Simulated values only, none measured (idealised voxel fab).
Module name: voxel transistor to metal (process module)
The cross-section shown here is cut; it is 190 nm wide and divided into square cells measuring 5 nm on a side.
How to read a cross-section here: the picture is a grid of square cells, written as bands going from the top down, and any band can span one or more rows of cells. In this notation a band is specified by the heights of its top and bottom, in that order and in nm, after which its materials appear from left to right, each paired with its width in nm. The word "full width" attached to a single material means that material fills the band from edge to edge; the word "air" stands for empty space. For the purposes of this specification, 0 denotes the height below which the wafer in its as-received condition is composed wholly of one material, and the lowermost band, lacking a lower limit, extends downward without end, as expressed in "from 0 down". When a width is written as two numbers, as in "30->40", the first number is the width in the top row of cells of the band and the second is the width in its bottom row, and the width changes by the same amount from each row to the next. Key: "nothing changed" - step with no changed cell in the cross-section. Entry "Trapped cavities" = empty spaces >= 8 cells with no open way to the top; each as width x height at distance, distance from left edge, all nm. Step line, after settings: the simulator's comment on this step. On any step carrying a mask, the "overlay nm" setting, if present on the step's line, tells how far right of its planned place the mask lay; negative values point to the left. Read each pair as before and after one process step. The after cross-section shows only down to the lowest band that changed. The step between them and its settings are given below the pair. Pairs can come from different runs of this module on the same starting wafer. A pair continues from the pair above only where its "before" entry says so.

# before
* from 120 to 105 | 45 aC / 20 air / 55 aC / 20 air / 50 aC
* from 105 to 90 | 45 SiO2 / 15 air / 5 aC / 55 SiO2 / 15 air / 5 aC / 50 SiO2
* from 90 to 80 | SiO2 full width
* from 80 to 75 | SiCN full width
* from 75 to 50 | 45 lowk / 20 Ru / 55 lowk / 20 Ru / 50 lowk
* from 50 to 45 | 45 lowk / 20 TiN / 55 lowk / 20 TiN / 50 lowk
* from 45 to 30 | polySi full width
* from 30 to 20 | 70 SiO2 / 5 SiN / 5 SiO2 / 25 SiCN / 5 SiO2 / 5 SiN / 75 SiO2
* from 20 to 0 | 70 SiO2 / 5 SiN / 5 SiO2 / 25 polySi / 5 SiO2 / 5 SiN / 75 SiO2
* from 0 to -5 | 60 SiO2 / 10 SiGe / 5 SiN / 5 SiO2 / 25 polySi / 5 SiO2 / 5 SiN / 10 SiGe / 65 SiO2
* from -5 to -10 | 60 SiO2 / 10 SiGe / 45 SiO2 / 10 SiGe / 65 SiO2
* from -10 to -20 | 35 SiO2 / 35 SiGe / 45 Si / 35 SiGe / 40 SiO2
* from -20 to -35 | 35 SiO2 / 115 Si / 40 SiO2
* from -35 down | Si full width
* Trapped cavities: none

# Post-Step Snapshot
* from 120 to 105 | 45 aC / 20 air / 55 aC / 20 air / 50 aC
* from 105 to 90 | 45 SiO2 / 15 air / 5 aC / 55 SiO2 / 15 air / 5 aC / 50 SiO2
* from 90 to 80 | 45 SiO2 / 15 air / 60 SiO2 / 15 air / 55 SiO2
* Rest of section, below 80: as before.
* Trapped cavities: none
The before and after cross-sections above differ by one step: DIRECTIONAL_ETCH: etch materials SiO2, depth nm 10

before: starting point is the after cross-section of the pair just above.

# Post-Step Snapshot
* from 120 to 105 | 45 aC / 20 air / 55 aC / 20 air / 50 aC
* from 105 to 90 | 45 SiO2 / 15 air / 5 aC / 55 SiO2 / 15 air / 5 aC / 50 SiO2
* from 90 to 80 | 45 SiO2 / 15 air / 60 SiO2 / 15 air / 55 SiO2
* from 80 to 75 | 45 SiCN / 15 air / 60 SiCN / 15 air / 55 SiCN
* Rest of section, below 75: as before.
* Trapped cavities: none
The before and after cross-sections above differ by one step: DIRECTIONAL_ETCH: etch materials SiCN, depth nm 5

before: starting point is the after cross-section of the pair just above.

# Post-Step Snapshot
* from 105 to 90 | 45 SiO2 / 20 air / 55 SiO2 / 20 air / 50 SiO2
* Rest of section, below 90: as before.
* Trapped cavities: none
The before and after cross-sections above differ by one step: STRIP: etch materials aC

before: starting point is the after cross-section of the pair just above.

# Post-Step Snapshot
* from 110 to 105 | 50 TiN / 10 air / 65 TiN / 10 air / 55 TiN
* from 105 to 95 | 45 SiO2 / 5 TiN / 10 air / 5 TiN / 55 SiO2 / 5 TiN / 10 air / 5 TiN / 50 SiO2
* from 95 to 90 | 45 SiO2 / 5 TiN / 5 air / 10 TiN / 55 SiO2 / 5 TiN / 5 air / 10 TiN / 50 SiO2
* from 90 to 80 | 45 SiO2 / 5 TiN / 5 air / 5 TiN / 60 SiO2 / 5 TiN / 5 air / 5 TiN / 55 SiO2
* from 80 to 75 | 45 SiCN / 15 TiN / 60 SiCN / 15 TiN / 55 SiCN
* Rest of section, below 75: as before.
* Trapped cavities: none
The before and after cross-sections above differ by one step: CONFORMAL_DEP: material TiN, thk nm 5

before: starting point is the after cross-section of the pair just above.

# Post-Step Snapshot
* from 115 to 110 | Cu full width
* from 110 to 105 | 50 TiN / 10 Cu / 65 TiN / 10 Cu / 55 TiN
* from 105 to 95 | 45 SiO2 / 5 TiN / 10 Cu / 5 TiN / 55 SiO2 / 5 TiN / 10 Cu / 5 TiN / 50 SiO2
* from 95 to 90 | 45 SiO2 / 5 TiN / 5 Cu / 10 TiN / 55 SiO2 / 5 TiN / 5 Cu / 10 TiN / 50 SiO2
* from 90 to 80 | 45 SiO2 / 5 TiN / 5 Cu / 5 TiN / 60 SiO2 / 5 TiN / 5 Cu / 5 TiN / 55 SiO2
* Rest of section, below 80: as before.
* Trapped cavities: none
The before and after cross-sections above differ by one step: FILL_DEP: material Cu, thk nm 5

before: starting point is the after cross-section of the pair just above.

# Post-Step Snapshot
* from 105 to 95 | 45 SiO2 / 5 TiN / 10 Cu / 5 TiN / 55 SiO2 / 5 TiN / 10 Cu / 5 TiN / 50 SiO2
* Rest of section, below 95: as before.
* Trapped cavities: none
The before and after cross-sections above differ by one step: CMP: height nm 105

before: starting point is the after cross-section of the pair just above.

# Post-Step Snapshot
* from 110 to 105 | SiCN full width
* Rest of section, below 105: as before.
* Trapped cavities: none
The before and after cross-sections above differ by one step: CONFORMAL_DEP: material SiCN, thk nm 5

# before
* from 75 to 50 | Ru full width
* from 50 to 45 | TiN full width
* from 45 to 35 | 45 SiO2 / 5 TiN / 20 Ru / 5 TiN / 35 SiO2 / 5 TiN / 20 Ru / 5 TiN / 50 SiO2
* from 35 to 30 | 45 SiO2 / 5 TiN / 15 Ru / 10 TiN / 35 SiO2 / 10 TiN / 15 Ru / 5 TiN / 50 SiO2
* from 30 to 20 | 45 SiO2 / 5 TiN / 15 Ru / 5 TiN / 5 SiN / 5 SiO2 / 25 SiCN / 5 SiO2 / 5 SiN / 5 TiN / 15 Ru / 5 TiN / 50 SiO2
* from 20 to 5 | 45 SiO2 / 5 TiN / 15 Ru / 5 TiN / 5 SiN / 5 SiO2 / 25 polySi / 5 SiO2 / 5 SiN / 5 TiN / 15 Ru / 5 TiN / 50 SiO2
* from 5 to 0 | 45 SiO2 / 5 TiN / 5 Ru / 15 TiN / 5 SiN / 5 SiO2 / 25 polySi / 5 SiO2 / 5 SiN / 15 TiN / 5 Ru / 5 TiN / 50 SiO2
* from 0 to -5 | 45 SiO2 / 5 TiN / 5 Ru / 5 TiN / 10 SiGe / 5 SiN / 5 SiO2 / 25 polySi / 5 SiO2 / 5 SiN / 10 SiGe / 5 TiN / 5 Ru / 5 TiN / 50 SiO2
* from -5 to -10 | 45 SiO2 / 15 TiN / 10 SiGe / 45 SiO2 / 10 SiGe / 15 TiN / 50 SiO2
* from -10 to -20 | 35 SiO2 / 35 SiGe / 45 Si / 35 SiGe / 40 SiO2
* from -20 to -35 | 35 SiO2 / 115 Si / 40 SiO2
* from -35 down | Si full width
* Trapped cavities: none

# Post-Step Snapshot
* from 90 to 75 | 45 resist / 20 air / 55 resist / 20 air / 50 resist
* Rest of section, below 75: as before.
* Trapped cavities: none
The before and after cross-sections above differ by one step: PATTERN: tone open, mask id METAL_1, material resist, width nm 20, pitch nm 75, thk nm 15, overlay nm 0

before: starting point is the after cross-section of the pair just above.

# Post-Step Snapshot
* from 90 to 75 | 45 resist / 20 air / 55 resist / 20 air / 50 resist
* from 75 to 50 | 45 Ru / 20 air / 55 Ru / 20 air / 50 Ru
* Rest of section, below 50: as before.
* Trapped cavities: none
The before and after cross-sections above differ by one step: DIRECTIONAL_ETCH: etch materials Ru, depth nm 25

before: starting point is the after cross-section of the pair just above.

# Post-Step Snapshot
* from 90 to 75 | 45 resist / 20 air / 55 resist / 20 air / 50 resist
* from 75 to 50 | 45 Ru / 20 air / 55 Ru / 20 air / 50 Ru
* from 50 to 45 | 45 TiN / 20 air / 55 TiN / 20 air / 50 TiN
* Rest of section, below 45: as before.
* Trapped cavities: none
The before and after cross-sections above differ by one step: DIRECTIONAL_ETCH: etch materials TiN, depth nm 5

before: starting point is the after cross-section of the pair just above.

# Post-Step Snapshot
* from 75 to 50 | 45 Ru / 20 air / 55 Ru / 20 air / 50 Ru
* Rest of section, below 50: as before.
* Trapped cavities: none
The before and after cross-sections above differ by one step: STRIP: etch materials resist

before: starting point is the after cross-section of the pair just above.

# Post-Step Snapshot
* from 85 to 75 | lowk full width
* from 75 to 50 | 45 Ru / 20 lowk / 55 Ru / 20 lowk / 50 Ru
* from 50 to 45 | 45 TiN / 20 lowk / 55 TiN / 20 lowk / 50 TiN
* Rest of section, below 45: as before.
* Trapped cavities: none
The before and after cross-sections above differ by one step: FILL_DEP: material lowk, thk nm 10

before: starting point is the after cross-section of the pair just above.

# Post-Step Snapshot
* from 75 to 50 | 45 Ru / 20 lowk / 55 Ru / 20 lowk / 50 Ru
* Rest of section, below 50: as before.
* Trapped cavities: none
The before and after cross-sections above differ by one step: CMP: height nm 75

before: starting point is the after cross-section of the pair just above.

# Post-Step Snapshot
* from 80 to 75 | SiCN full width
* Rest of section, below 75: as before.
* Trapped cavities: none
The before and after cross-sections above differ by one step: CONFORMAL_DEP: material SiCN, thk nm 5

before: starting point is the after cross-section of the pair just above.

# Post-Step Snapshot
* from 105 to 80 | SiO2 full width
* Rest of section, below 80: as before.
* Trapped cavities: none
The before and after cross-sections above differ by one step: DIRECTIONAL_DEP: material SiO2, thk nm 25

before: starting point is the after cross-section of the pair just above.

# Post-Step Snapshot
* from 125 to 105 | 45 resist / 20 air / 55 resist / 20 air / 50 resist
* Rest of section, below 105: as before.
* Trapped cavities: none
The before and after cross-sections above differ by one step: PATTERN: tone open, mask id METAL_2, material resist, width nm 20, pitch nm 75, thk nm 20, overlay nm 0

before: starting point is the after cross-section of the pair just above.

# Post-Step Snapshot
* from 125 to 105 | 45 resist / 20 air / 55 resist / 20 air / 50 resist
* from 105 to 90 | 45 SiO2 / 20 air / 55 SiO2 / 20 air / 50 SiO2
* Rest of section, below 90: as before.
* Trapped cavities: none
The before and after cross-sections above differ by one step: DIRECTIONAL_ETCH: etch materials SiO2, depth nm 15

before: starting point is the after cross-section of the pair just above.

# Post-Step Snapshot
* from 105 to 90 | 45 SiO2 / 20 air / 55 SiO2 / 20 air / 50 SiO2
* Rest of section, below 90: as before.
* Trapped cavities: none
The before and after cross-sections above differ by one step: STRIP: etch materials resist

before: starting point is the after cross-section of the pair just above.

# Post-Step Snapshot
* from 120 to 105 | 45 aC / 20 air / 55 aC / 20 air / 50 aC
* from 105 to 90 | 45 SiO2 / 20 aC / 55 SiO2 / 20 aC / 50 SiO2
* Rest of section, below 90: as before.
* Trapped cavities: none
The before and after cross-sections above differ by one step: DIRECTIONAL_DEP: material aC, thk nm 15

before: starting point is the after cross-section of the pair just above.

# Post-Step Snapshot
* from 155 to 120 | 45 resist / 15 air / 60 resist / 15 air / 55 resist
* from 120 to 105 | 45 aC / 15 air / 5 resist / 55 aC / 15 air / 5 resist / 50 aC
* Rest of section, below 105: as before.
* Trapped cavities: none
The before and after cross-sections above differ by one step: PATTERN: tone open, mask id METAL_2_HOLES, material resist, width nm 15, pitch nm 75, thk nm 35, overlay nm 0

before: starting point is the after cross-section of the pair just above.

# Post-Step Snapshot
* from 140 to 120 | 45 resist / 15 air / 60 resist / 15 air / 55 resist
* from 120 to 105 | 45 aC / 15 air / 5 resist / 55 aC / 15 air / 5 resist / 50 aC
* from 105 to 90 | 45 SiO2 / 15 air / 5 aC / 55 SiO2 / 15 air / 5 aC / 50 SiO2
* Rest of section, below 90: as before.
* Trapped cavities: none
The before and after cross-sections above differ by one step: DIRECTIONAL_ETCH: etch materials aC, depth nm 15

before: starting point is the after cross-section of the pair just above.

# Post-Step Snapshot
* from 120 to 105 | 45 aC / 20 air / 55 aC / 20 air / 50 aC
* Rest of section, below 105: as before.
* Trapped cavities: none
The before and after cross-sections above differ by one step: STRIP: etch materials resist

before: starting point is the after cross-section of the pair just above.

# Post-Step Snapshot
* from 120 to 105 | 45 aC / 20 air / 55 aC / 20 air / 50 aC
* from 105 to 90 | 45 SiO2 / 15 air / 5 aC / 55 SiO2 / 15 air / 5 aC / 50 SiO2
* from 90 to 80 | 45 SiO2 / 15 air / 60 SiO2 / 15 air / 55 SiO2
* Rest of section, below 80: as before.
* Trapped cavities: none
The before and after cross-sections above differ by one step: DIRECTIONAL_ETCH: etch materials SiO2, depth nm 10

before: starting point is the after cross-section of the pair just above.

# Post-Step Snapshot
* from 120 to 105 | 45 aC / 20 air / 55 aC / 20 air / 50 aC
* from 105 to 90 | 45 SiO2 / 15 air / 5 aC / 55 SiO2 / 15 air / 5 aC / 50 SiO2
* from 90 to 80 | 45 SiO2 / 15 air / 60 SiO2 / 15 air / 55 SiO2
* from 80 to 75 | 45 SiCN / 15 air / 60 SiCN / 15 air / 55 SiCN
* Rest of section, below 75: as before.
* Trapped cavities: none
The before and after cross-sections above differ by one step: DIRECTIONAL_ETCH: etch materials SiCN, depth nm 5

before: starting point is the after cross-section of the pair just above.

# Post-Step Snapshot
* from 105 to 90 | 45 SiO2 / 20 air / 55 SiO2 / 20 air / 50 SiO2
* Rest of section, below 90: as before.
* Trapped cavities: none
The before and after cross-sections above differ by one step: STRIP: etch materials aC

before: starting point is the after cross-section of the pair just above.

# Post-Step Snapshot
* from 110 to 105 | 50 TiN / 10 air / 65 TiN / 10 air / 55 TiN
* from 105 to 95 | 45 SiO2 / 5 TiN / 10 air / 5 TiN / 55 SiO2 / 5 TiN / 10 air / 5 TiN / 50 SiO2
* from 95 to 90 | 45 SiO2 / 5 TiN / 5 air / 10 TiN / 55 SiO2 / 5 TiN / 5 air / 10 TiN / 50 SiO2
* from 90 to 80 | 45 SiO2 / 5 TiN / 5 air / 5 TiN / 60 SiO2 / 5 TiN / 5 air / 5 TiN / 55 SiO2
* from 80 to 75 | 45 SiCN / 15 TiN / 60 SiCN / 15 TiN / 55 SiCN
* Rest of section, below 75: as before.
* Trapped cavities: none
The before and after cross-sections above differ by one step: CONFORMAL_DEP: material TiN, thk nm 5

before: starting point is the after cross-section of the pair just above.

# Post-Step Snapshot
* from 115 to 110 | Cu full width
* from 110 to 105 | 50 TiN / 10 Cu / 65 TiN / 10 Cu / 55 TiN
* from 105 to 95 | 45 SiO2 / 5 TiN / 10 Cu / 5 TiN / 55 SiO2 / 5 TiN / 10 Cu / 5 TiN / 50 SiO2
* from 95 to 90 | 45 SiO2 / 5 TiN / 5 Cu / 10 TiN / 55 SiO2 / 5 TiN / 5 Cu / 10 TiN / 50 SiO2
* from 90 to 80 | 45 SiO2 / 5 TiN / 5 Cu / 5 TiN / 60 SiO2 / 5 TiN / 5 Cu / 5 TiN / 55 SiO2
* Rest of section, below 80: as before.
* Trapped cavities: none
The before and after cross-sections above differ by one step: FILL_DEP: material Cu, thk nm 5

before: starting point is the after cross-section of the pair just above.

# Post-Step Snapshot
* from 105 to 95 | 45 SiO2 / 5 TiN / 10 Cu / 5 TiN / 55 SiO2 / 5 TiN / 10 Cu / 5 TiN / 50 SiO2
* Rest of section, below 95: as before.
* Trapped cavities: none
The before and after cross-sections above differ by one step: CMP: height nm 105

before: starting point is the after cross-section of the pair just above.

# Post-Step Snapshot
* from 110 to 105 | SiCN full width
* Rest of section, below 105: as before.
* Trapped cavities: none
The before and after cross-sections above differ by one step: CONFORMAL_DEP: material SiCN, thk nm 5
